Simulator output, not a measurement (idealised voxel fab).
Module name: voxel ribs on slabs (process module)
Displayed cross-section: cut, width of 145 nm, square cells sized 5 nm.
How to read a cross-section here: the picture is a grid of square cells, written as bands going from the top down, and any band can span one or more rows of cells.
Each band's line starts with the height of the band's top and of its bottom, in nm. Then come its materials from left to right, each with its width in nm. One material with "edge to edge" fills the band from edge to edge. "air" is empty space.
Convention: height 0 is the level below which the wafer, as received, is all one material. The lowest band does not terminate at the bottom but continues downward, represented as "0..down".
With a width like "30..40", each row of cells in the band differs from the next by the same amount, the top row carrying the first number and the bottom row the second.
Reading "no change occurred" for a step: not a cell of the cross-section changed in it.
Closed-off voids of 8+ cells (no open route to the top) go in "Enclosed void catalog", written width x height at distance from the left edge, in nm.
Note: text after step settings on the step line = simulator remark on that step.
The setting "overlay nm" may be written on the line of a step. When the step uses a mask, the value reports how far to the right of the planned place the mask lay, and a negative value reports that it lay to the left.

Planned step list for the process
1: RECEIVE, material Si
2: DIRECTIONAL_DEP, material SiO2, thk nm 30
3: DIRECTIONAL_DEP, material polySi, thk nm 25
4: PATTERN, tone cover, mask id RIB, material resist, width nm 30, thk nm 15, overlay nm 0
5: DIRECTIONAL_ETCH, etch materials polySi, depth nm 20
6: STRIP, etch materials resist
7: DIRECTIONAL_DEP, material aC, thk nm 10
8: PATTERN, tone cover, mask id SLAB, material resist, width nm 80, thk nm 30, overlay nm 0
9: DIRECTIONAL_ETCH, etch materials aC, depth nm 10
10: STRIP, etch materials resist
11: DIRECTIONAL_ETCH, etch materials polySi, depth nm 5
12: STRIP, etch materials aC
13: FILL_DEP, material SiO2, thk nm 25
14: CMP, height nm 70
15: DIRECTIONAL_DEP, material W, thk nm 5
16: MASKED_ETCH, tone cover, mask id HEATER, width nm 40, etch materials W, depth nm 5, overlay nm 0
17: CONFORMAL_DEP, material SiN, thk nm 5

First wafer of two (run as planned)

Incoming wafer in cross-section (state: after step 1)
- 0..down | Si edge to edge
- Enclosed void catalog: none

State of the wafer after step 2, shown in cross-section
- 30..0 | SiO2 edge to edge
- Whatever lies below 0 is exactly as it was before.

State of the wafer after step 3, shown in cross-section
- 55..30 | polySi edge to edge
- Whatever lies below 30 is exactly as it was before.

State of the wafer after step 4, shown in cross-section
- 70..55 | air: 55 / resist: 30 / air: 60
- Whatever lies below 55 is exactly as it was before.

State of the wafer after step 5, shown in cross-section
- 70..55 | air: 55 / resist: 30 / air: 60
- 55..35 | air: 55 / polySi: 30 / air: 60
- Whatever lies below 35 is exactly as it was before.

State of the wafer after step 6, shown in cross-section
- 55..35 | air: 55 / polySi: 30 / air: 60
- Whatever lies below 35 is exactly as it was before.

State of the wafer after step 7, shown in cross-section
- 65..55 | air: 55 / aC: 30 / air: 60
- 55..45 | air: 55 / polySi: 30 / air: 60
- 45..35 | aC: 55 / polySi: 30 / aC: 60
- Whatever lies below 35 is exactly as it was before.

State of the wafer after step 8, shown in cross-section
- 95..65 | air: 30 / resist: 80 / air: 35
- 65..55 | air: 30 / resist: 25 / aC: 30 / resist: 25 / air: 35
- 55..45 | air: 30 / resist: 25 / polySi: 30 / resist: 25 / air: 35
- Whatever lies below 45 is exactly as it was before.

State of the wafer after step 9, shown in cross-section
- 85..65 | air: 30 / resist: 80 / air: 35
- 65..55 | air: 30 / resist: 25 / aC: 30 / resist: 25 / air: 35
- 55..45 | air: 30 / resist: 25 / polySi: 30 / resist: 25 / air: 35
- 45..35 | air: 30 / aC: 25 / polySi: 30 / aC: 25 / air: 35
- Whatever lies below 35 is exactly as it was before.

State of the wafer after step 10, shown in cross-section
- 65..55 | air: 55 / aC: 30 / air: 60
- 55..45 | air: 55 / polySi: 30 / air: 60
- Whatever lies below 45 is exactly as it was before.

State of the wafer after step 11, shown in cross-section
- 65..55 | air: 55 / aC: 30 / air: 60
- 55..45 | air: 55 / polySi: 30 / air: 60
- 45..35 | air: 30 / aC: 25 / polySi: 30 / aC: 25 / air: 35
- 35..30 | air: 30 / polySi: 80 / air: 35
- Whatever lies below 30 is exactly as it was before.

State of the wafer after step 12, shown in cross-section
- 55..35 | air: 55 / polySi: 30 / air: 60
- Whatever lies below 35 is exactly as it was before.

State of the wafer after step 13, shown in cross-section
- 80..55 | SiO2 edge to edge
- 55..35 | SiO2: 55 / polySi: 30 / SiO2: 60
- 35..30 | SiO2: 30 / polySi: 80 / SiO2: 35
- Whatever lies below 30 is exactly as it was before.

State of the wafer after step 14, shown in cross-section
- 70..55 | SiO2 edge to edge
- Whatever lies below 55 is exactly as it was before.

State of the wafer after step 15, shown in cross-section
- 75..70 | W edge to edge
- Whatever lies below 70 is exactly as it was before.

State of the wafer after step 16, shown in cross-section
- 75..70 | air: 50 / W: 40 / air: 55
- Whatever lies below 70 is exactly as it was before.

State of the wafer after step 17, shown in cross-section
- 80..75 | air: 45 / SiN: 50 / air: 50
- 75..70 | SiN: 50 / W: 40 / SiN: 55
- Whatever lies below 70 is exactly as it was before.

It is to be noted that the second wafer proceeded from the same initial state and according to the same plan as the first, although one mistake was committed in its execution; through step 7, inclusive, the two wafers share an identical history

Cross-sectional representation of the second wafer at the time designated in the plan for the completion of step 8
- 95..65 | air: 40 / resist: 80 / air: 25
- 65..55 | air: 40 / resist: 15 / aC: 30 / resist: 35 / air: 25
- 55..45 | air: 40 / resist: 15 / polySi: 30 / resist: 35 / air: 25
- Whatever lies below 45 is exactly as it was before.

Cross-sectional representation of the second wafer at the time designated in the plan for the completion of step 9
- 85..65 | air: 40 / resist: 80 / air: 25
- 65..55 | air: 40 / resist: 15 / aC: 30 / resist: 35 / air: 25
- 55..45 | air: 40 / resist: 15 / polySi: 30 / resist: 35 / air: 25
- 45..35 | air: 40 / aC: 15 / polySi: 30 / aC: 35 / air: 25
- Whatever lies below 35 is exactly as it was before.

Cross-sectional representation of the second wafer at the time designated in the plan for the completion of step 10
- 65..55 | air: 55 / aC: 30 / air: 60
- 55..45 | air: 55 / polySi: 30 / air: 60
- Whatever lies below 45 is exactly as it was before.

Cross-sectional representation of the second wafer at the time designated in the plan for the completion of step 11
- 65..55 | air: 55 / aC: 30 / air: 60
- 55..45 | air: 55 / polySi: 30 / air: 60
- 45..35 | air: 40 / aC: 15 / polySi: 30 / aC: 35 / air: 25
- 35..30 | air: 40 / polySi: 80 / air: 25
- Whatever lies below 30 is exactly as it was before.

Cross-sectional representation of the second wafer at the time designated in the plan for the completion of step 12
- 55..35 | air: 55 / polySi: 30 / air: 60
- Whatever lies below 35 is exactly as it was before.

Cross-sectional representation of the second wafer at the time designated in the plan for the completion of step 13
- 80..55 | SiO2 edge to edge
- 55..35 | SiO2: 55 / polySi: 30 / SiO2: 60
- 35..30 | SiO2: 40 / polySi: 80 / SiO2: 25
- Whatever lies below 30 is exactly as it was before.

Cross-sectional representation of the second wafer at the time designated in the plan for the completion of step 14
- 70..55 | SiO2 edge to edge
- Whatever lies below 55 is exactly as it was before.

Cross-sectional representation of the second wafer at the time designated in the plan for the completion of step 15
- 75..70 | W edge to edge
- Whatever lies below 70 is exactly as it was before.

Cross-sectional representation of the second wafer at the time designated in the plan for the completion of step 16
- 75..70 | air: 50 / W: 40 / air: 55
- Whatever lies below 70 is exactly as it was before.

Cross-sectional representation of the second wafer at the time designated in the plan for the completion of step 17
- 80..75 | air: 45 / SiN: 50 / air: 50
- 75..70 | SiN: 50 / W: 40 / SiN: 55
- Whatever lies below 70 is exactly as it was before.
Which mistake was made when the wafer was run? step 8 off recipe, ran as PATTERN, tone cover, mask id SLAB, material resist, width nm 80, thk nm 30, overlay nm 10
Tallied in cells, the final second wafer holds each material in the same quantity as the first, although not at the same places.
